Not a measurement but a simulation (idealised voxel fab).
Module name: voxel ribs on slabs (process module)
Square cell edge 5 nm, section width 285 nm, ID cut.
A cross-section is written here as square cells arranged in a grid, and it is given in bands from the top down, each band taking up one or more rows of cells. Top height, bottom height, nm. Materials left to right, width each, nm. Single material + "edge to edge" = fills band edge to edge. "air" = empty. Heights are reckoned from 0. Under this level, the received wafer is all of one material. The bottommost band is open-ended downward, for example "0 down". Top row gets the first number, bottom row gets the second, and each row in between changes by the same step: that is how a band width like "30->40" works. Basically "nothing was modified" means that step didn't change any cell in the cross-section. Empty spaces counting at least 8 cells and having no open way to the top are listed in "Sealed void list". The notation width x height at distance is used for each, the distance being from the left edge and all three values in nm. Text after the settings on a step's line: the simulator's own remark on that step. Each step line may optionally specify "overlay nm", which for a step with a mask gives the rightward distance between the mask's planned place and where it lay, a negative value indicating the leftward direction.

Steps planned for the process:
1. RECEIVE (material Si)
2. DIRECTIONAL_DEP (material SiO2; thk nm 20)
3. DIRECTIONAL_DEP (material polySi; thk nm 15)
4. PATTERN (tone cover; mask id RIB; material resist; width nm 20; thk nm 15; overlay nm 0)
5. DIRECTIONAL_ETCH (etch materials polySi; depth nm 5)
6. STRIP (etch materials resist)
7. MASKED_ETCH (tone cover; mask id SLAB; width nm 60; etch materials polySi; depth nm 10; overlay nm 0)
8. FILL_DEP (material SiO2; thk nm 20)
9. CMP (height nm 50)
10. DIRECTIONAL_DEP (material TiN; thk nm 5)
11. PATTERN (tone cover; mask id HEATER; material resist; width nm 30; thk nm 20; overlay nm 0)
12. DIRECTIONAL_ETCH (etch materials TiN; depth nm 5)
13. STRIP (etch materials resist)
14. CONFORMAL_DEP (material SiN; thk nm 10)

Wafer at receipt (post step 1), cross-section:
0 down  Si edge to edge
Sealed void list: none

First of two wafers, end-of-module section, run followed plan:
65 to 60  115 of air, 50 of SiN, 120 of air
60 to 55  SiN edge to edge
55 to 50  125 of SiN, 30 of TiN, 130 of SiN
50 to 35  SiO2 edge to edge
35 to 30  130 of SiO2, 20 of polySi, 135 of SiO2
30 to 20  110 of SiO2, 60 of polySi, 115 of SiO2
20 to 0  SiO2 edge to edge
0 down  Si edge to edge
Sealed void list: none

Cross-sectional view: second of two wafers, end of module; start and plan identical to the first, one mistake in running:
65 to 60  115 of air, 50 of SiN, 120 of air
60 to 55  SiN edge to edge
55 to 50  125 of SiN, 30 of TiN, 130 of SiN
50 to 40  SiO2 edge to edge
40 to 35  130 of SiO2, 20 of polySi, 135 of SiO2
35 to 25  110 of SiO2, 60 of polySi, 115 of SiO2
25 to 0  SiO2 edge to edge
0 down  Si edge to edge
Sealed void list: none
The mistake made against the process plan was this: contrary to plan, step 2 was performed as DIRECTIONAL_DEP (material SiO2; thk nm 25)
Same inventory, different map: at the end, the second wafer holds as many cells of each material as the first, placed elsewhere.
